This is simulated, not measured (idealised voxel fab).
The process module presented herein is designated voxel quadruple lines.
Shown is cross-section cut, with a width of 150 nm and square cells of size 5 nm.
Think of the cross-section as a grid of square cells. We describe it in bands, top to bottom, and each band covers one or more rows of those cells.
For a band, the entry starts with two heights in nm, that of the top and then that of the bottom, and carries on with the band's materials in order from left to right, each alongside its width in nm; the word "full width" beside a single material means it fills the band edge to edge, and "blank" means empty space.
It should be noted that heights are counted from 0, beneath which the wafer as supplied is of one material throughout, and that the lowest band possesses no lower boundary but continues downward, as written in "0 nm and below".
Top row gets the first number, bottom row gets the second, and each row in between changes by the same step: that is how a band width like "30..40" works.
"all unchanged" for a step: no cell of the cross-section changed in that step.
The list in "Fully closed voids" covers empty spaces of 8 cells or more that cannot reach the top through any open way, and it gives each as width x height at distance; the distance is from the left edge, and width, height and distance are in nm.
after a step's settings: what the simulator itself notes on the step
overlay nm: how far to the right of its planned place the mask lay on this masked step (negative: to the left).

# The following list gives the planned process steps
1: RECEIVE (material Si)
2: CONFORMAL_DEP (material Al2O3; thk nm 10)
3: DIRECTIONAL_DEP (material W; thk nm 10)
4: DIRECTIONAL_DEP (material polySi; thk nm 20)
5: DIRECTIONAL_DEP (material aC; thk nm 20)
6: PATTERN (tone cover; mask id MANDREL; material resist; width nm 30; thk nm 30; overlay nm 0)
7: DIRECTIONAL_ETCH (etch materials aC; depth nm 20)
8: STRIP (etch materials resist)
9: CONFORMAL_DEP (material SiO2; thk nm 10)
10: DIRECTIONAL_ETCH (etch materials SiO2; depth nm 10)
11: STRIP (etch materials aC)
12: DIRECTIONAL_ETCH (etch materials polySi; depth nm 20)
13: STRIP (etch materials SiO2)
14: CONFORMAL_DEP (material SiCN; thk nm 10)
15: DIRECTIONAL_ETCH (etch materials SiCN; depth nm 10)
16: STRIP (etch materials polySi)
17: DIRECTIONAL_ETCH (etch materials W; depth nm 10)
18: STRIP (etch materials SiCN)

# Delivered wafer in cross-section: state after step 1
  0 nm and below | Si full width
  Fully closed voids: none

# First wafer of two, sectioned at end of module; run went per plan
  20 nm to 10 nm | blank 40, then W 10, then blank 10, then W 10, then blank 10, then W 10, then blank 10, then W 10, then blank 40
  10 nm to 0 nm | Al2O3 full width
  0 nm and below | Si full width
  Fully closed voids: none

# second wafer at the end: like start, like plan, one mistake
  50 nm to 40 nm | blank 40, then SiO2 30, then blank 10, then SiO2 30, then blank 40
  40 nm to 30 nm | blank 40, then SiO2 10, then polySi 10, then SiO2 10, then blank 10, then SiO2 10, then polySi 10, then SiO2 10, then blank 40
  30 nm to 20 nm | SiO2 50, then polySi 10, then SiO2 30, then polySi 10, then SiO2 50
  20 nm to 10 nm | W full width
  10 nm to 0 nm | Al2O3 full width
  0 nm and below | Si full width
  Fully closed voids: none
Want to know what went wrong? step 14 did not happen as planned, as run it was CONFORMAL_DEP (material SiO2; thk nm 10)
FYI, end of process, the second wafer has more or fewer cells of some materials than the first: SiO2 +92, W +44, polySi +16
